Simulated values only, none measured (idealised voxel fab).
process module | voxel ribs on slabs
cross-section cut | 285 nm wide | cells 5 nm
A cross-section is a grid of square cells, given in bands from the top down. A band is one or more rows of cells.
Each band's line starts with the height of the band's top and of its bottom, in nm. Then come its materials from left to right, each with its width in nm. One material with "throughout" fills the band from edge to edge. "air" is empty space.
Height 0 is the level under which the wafer as received is all one material. The lowest band goes on downwards, as in "0 down".
A width such as "30 to 40" changes by the same amount from each row of cells to the next, from the band's top row to its bottom row.
"no change" after a step means that no cell of the cross-section changed.
closed voids: empty space of 8 cells or more with no open way to the top, each as width x height at its distance from the left edge, in nm
after a step's settings: what the simulator itself notes on the step
overlay nm, on a step with a mask: how far to the right of its planned place the mask lay; to the left if negative
plan
1 op RECEIVE | material Si
2 op DIRECTIONAL_DEP | material SiO2 | thk nm 20
3 op DIRECTIONAL_DEP | material polySi | thk nm 25
4 op DIRECTIONAL_DEP | material aC | thk nm 15
5 op PATTERN | tone cover | mask id RIB | material resist | width nm 20 | thk nm 35 | overlay nm 0
6 op DIRECTIONAL_ETCH | etch materials aC | depth nm 15
7 op STRIP | etch materials resist
8 op DIRECTIONAL_ETCH | etch materials polySi | depth nm 20
9 op STRIP | etch materials aC
10 op MASKED_ETCH | tone cover | mask id SLAB | width nm 60 | etch materials polySi | depth nm 5 | overlay nm 0
11 op FILL_DEP | material SiO2 | thk nm 25
12 op CMP | height nm 60
13 op DIRECTIONAL_DEP | material W | thk nm 10
14 op DIRECTIONAL_DEP | material aC | thk nm 15
15 op PATTERN | tone cover | mask id HEATER | material resist | width nm 30 | thk nm 35 | overlay nm 0
16 op DIRECTIONAL_ETCH | etch materials aC | depth nm 15
17 op STRIP | etch materials resist
18 op DIRECTIONAL_ETCH | etch materials W | depth nm 10
19 op STRIP | etch materials aC
20 op CONFORMAL_DEP | material SiO2 | thk nm 10
as received, after step 1
  0 down: Si throughout
  closed voids: none
a wafer at the end: this start, this plan, one mistake
  80 to 70: air 105 | SiO2 50 | air 130
  70 to 60: SiO2 115 | W 30 | SiO2 140
  60 to 45: SiO2 throughout
  45 to 25: SiO2 130 | polySi 20 | SiO2 135
  25 to 20: SiO2 110 | polySi 60 | SiO2 115
  20 to 0: SiO2 throughout
  0 down: Si throughout
  closed voids: none
what went wrong: step 15 ran as: op PATTERN | tone cover | mask id HEATER | material resist | width nm 30 | thk nm 35 | overlay nm -10
